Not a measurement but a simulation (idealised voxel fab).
The name of this process module is voxel released beams.
The width of the displayed cross-section, cut, is 240 nm; its cells are square, with a size of 5 nm.
Format of a cross-section: grid, square cells. Given as bands. Order: top down. Band: one or more rows of cells.
Quick guide to a band line: top height, bottom height (nm) up front; then every material left to right with its width in nm. Only one material and it's marked "all across"? Then it fills the band edge to edge. And "blank" just means empty space.
Height is counted from the level 0, under which the received wafer is composed throughout of one material. The lowest of the bands is not closed at the bottom but continues downward, in the notation "0 down".
When a width is written as two numbers, as in "30..40", the first number is the width in the top row of cells of the band and the second is the width in its bottom row, and the width changes by the same amount from each row to the next.
Basically "no modification" means that step didn't change any cell in the cross-section.
Closed-off voids of 8+ cells (no open route to the top) go in "Enclosed void inventory", written width x height at distance from the left edge, in nm.
Whatever follows a step's settings on its line is a remark the simulator itself makes about that step.
overlay nm: mask offset rightward from planned place, masked step; negative means leftward offset.
-- Planned step list for the process
| 1 | RECEIVE, material Si |
| 2 | CONFORMAL_DEP, material Al2O3, thk nm 10 |
| 3 | DIRECTIONAL_DEP, material SiO2, thk nm 10 |
| 4 | DIRECTIONAL_DEP, material aC, thk nm 15 |
| 5 | PATTERN, tone open, mask id ANCHOR, material resist, width nm 45, thk nm 35, overlay nm 0 |
| 6 | DIRECTIONAL_ETCH, etch materials aC, depth nm 15 |
| 7 | STRIP, etch materials resist |
| 8 | DIRECTIONAL_ETCH, etch materials SiO2, depth nm 10 |
| 9 | STRIP, etch materials aC |
| 10 | CONFORMAL_DEP, material W, thk nm 15 |
| 11 | DIRECTIONAL_DEP, material aC, thk nm 15 |
| 12 | PATTERN, tone cover, mask id BEAM, material resist, width nm 110, thk nm 30, overlay nm 0 |
| 13 | DIRECTIONAL_ETCH, etch materials aC, depth nm 15 |
| 14 | STRIP, etch materials resist |
| 15 | DIRECTIONAL_ETCH, etch materials W, depth nm 15 |
| 16 | STRIP, etch materials aC |
| 17 | STRIP, etch materials SiO2 |
-- first wafer, as planned
-- Cross-section of the wafer as it came to us, i.e., already through step 1
> 0 down | Si all across
> Enclosed void inventory: none
-- After step 2: wafer cross-section
> 10 to 0 | Al2O3 all across
> Unchanged below 0.
-- After step 3: wafer cross-section
> 20 to 10 | SiO2 all across
> Unchanged below 10.
-- After step 4: wafer cross-section
> 35 to 20 | aC all across
> Unchanged below 20.
-- After step 5: wafer cross-section
> 70 to 35 | resist 65 / blank 45 / resist 130
> Unchanged below 35.
-- After step 6: wafer cross-section
> 55 to 35 | resist 65 / blank 45 / resist 130
> 35 to 20 | aC 65 / blank 45 / aC 130
> Unchanged below 20.
-- After step 7: wafer cross-section
> 35 to 20 | aC 65 / blank 45 / aC 130
> Unchanged below 20.
-- After step 8: wafer cross-section
> 35 to 20 | aC 65 / blank 45 / aC 130
> 20 to 10 | SiO2 65 / blank 45 / SiO2 130
> Unchanged below 10.
-- After step 9: wafer cross-section
> 20 to 10 | SiO2 65 / blank 45 / SiO2 130
> Unchanged below 10.
-- After step 10: wafer cross-section
> 35 to 25 | W 80 / blank 15 / W 145
> 25 to 20 | W all across
> 20 to 10 | SiO2 65 / W 45 / SiO2 130
> Unchanged below 10.
-- After step 11: wafer cross-section
> 50 to 40 | aC 80 / blank 15 / aC 145
> 40 to 35 | aC all across
> 35 to 25 | W 80 / aC 15 / W 145
> Unchanged below 25.
-- After step 12: wafer cross-section
> 80 to 50 | blank 60 / resist 110 / blank 70
> 50 to 40 | aC 80 / resist 15 / aC 145
> Unchanged below 40.
-- After step 13: wafer cross-section
> 65 to 50 | blank 60 / resist 110 / blank 70
> 50 to 40 | blank 60 / aC 20 / resist 15 / aC 75 / blank 70
> 40 to 35 | blank 60 / aC 110 / blank 70
> Unchanged below 35.
-- After step 14: wafer cross-section
> 50 to 40 | blank 60 / aC 20 / blank 15 / aC 75 / blank 70
> Unchanged below 40.
-- After step 15: wafer cross-section
> 50 to 40 | blank 60 / aC 20 / blank 15 / aC 75 / blank 70
> 40 to 35 | blank 60 / aC 110 / blank 70
> 35 to 25 | blank 60 / W 20 / aC 15 / W 75 / blank 70
> 25 to 20 | blank 60 / W 110 / blank 70
> Unchanged below 20.
-- After step 16: wafer cross-section
> 35 to 25 | blank 60 / W 20 / blank 15 / W 75 / blank 70
> Unchanged below 25.
-- After step 17: wafer cross-section
> 35 to 25 | blank 60 / W 20 / blank 15 / W 75 / blank 70
> 25 to 20 | blank 60 / W 110 / blank 70
> 20 to 10 | blank 65 / W 45 / blank 130
> Unchanged below 10.
-- Second wafer. Start and plan as for the first. One mistake made in running. Agrees with the first up to and including step 4
-- Second wafer profile in section, at the moment step 5 of the plan was meant to be complete
> 70 to 35 | resist 75 / blank 45 / resist 120
> Unchanged below 35.
-- Second wafer profile in section, at the moment step 6 of the plan was meant to be complete
> 55 to 35 | resist 75 / blank 45 / resist 120
> 35 to 20 | aC 75 / blank 45 / aC 120
> Unchanged below 20.
-- Second wafer profile in section, at the moment step 7 of the plan was meant to be complete
> 35 to 20 | aC 75 / blank 45 / aC 120
> Unchanged below 20.
-- Second wafer profile in section, at the moment step 8 of the plan was meant to be complete
> 35 to 20 | aC 75 / blank 45 / aC 120
> 20 to 10 | SiO2 75 / blank 45 / SiO2 120
> Unchanged below 10.
-- Second wafer profile in section, at the moment step 9 of the plan was meant to be complete
> 20 to 10 | SiO2 75 / blank 45 / SiO2 120
> Unchanged below 10.
-- Second wafer profile in section, at the moment step 10 of the plan was meant to be complete
> 35 to 25 | W 90 / blank 15 / W 135
> 25 to 20 | W all across
> 20 to 10 | SiO2 75 / W 45 / SiO2 120
> Unchanged below 10.
-- Second wafer profile in section, at the moment step 11 of the plan was meant to be complete
> 50 to 40 | aC 90 / blank 15 / aC 135
> 40 to 35 | aC all across
> 35 to 25 | W 90 / aC 15 / W 135
> Unchanged below 25.
-- Second wafer profile in section, at the moment step 12 of the plan was meant to be complete
> 80 to 50 | blank 60 / resist 110 / blank 70
> 50 to 40 | aC 90 / resist 15 / aC 135
> Unchanged below 40.
-- Second wafer profile in section, at the moment step 13 of the plan was meant to be complete
> 65 to 50 | blank 60 / resist 110 / blank 70
> 50 to 40 | blank 60 / aC 30 / resist 15 / aC 65 / blank 70
> 40 to 35 | blank 60 / aC 110 / blank 70
> Unchanged below 35.
-- Second wafer profile in section, at the moment step 14 of the plan was meant to be complete
> 50 to 40 | blank 60 / aC 30 / blank 15 / aC 65 / blank 70
> Unchanged below 40.
-- Second wafer profile in section, at the moment step 15 of the plan was meant to be complete
> 50 to 40 | blank 60 / aC 30 / blank 15 / aC 65 / blank 70
> 40 to 35 | blank 60 / aC 110 / blank 70
> 35 to 25 | blank 60 / W 30 / aC 15 / W 65 / blank 70
> 25 to 20 | blank 60 / W 110 / blank 70
> Unchanged below 20.
-- Second wafer profile in section, at the moment step 16 of the plan was meant to be complete
> 35 to 25 | blank 60 / W 30 / blank 15 / W 65 / blank 70
> Unchanged below 25.
-- Second wafer profile in section, at the moment step 17 of the plan was meant to be complete
> 35 to 25 | blank 60 / W 30 / blank 15 / W 65 / blank 70
> 25 to 20 | blank 60 / W 110 / blank 70
> 20 to 10 | blank 75 / W 45 / blank 120
> Unchanged below 10.
What went wrong in running the wafer? note that step 5 departed from the planned setting and was carried out as PATTERN, tone open, mask id ANCHOR, material resist, width nm 45, thk nm 35, overlay nm 10
In the final comparison it is observed that the number of cells assigned to each material is identical for the two wafers, whereas their placement is not.
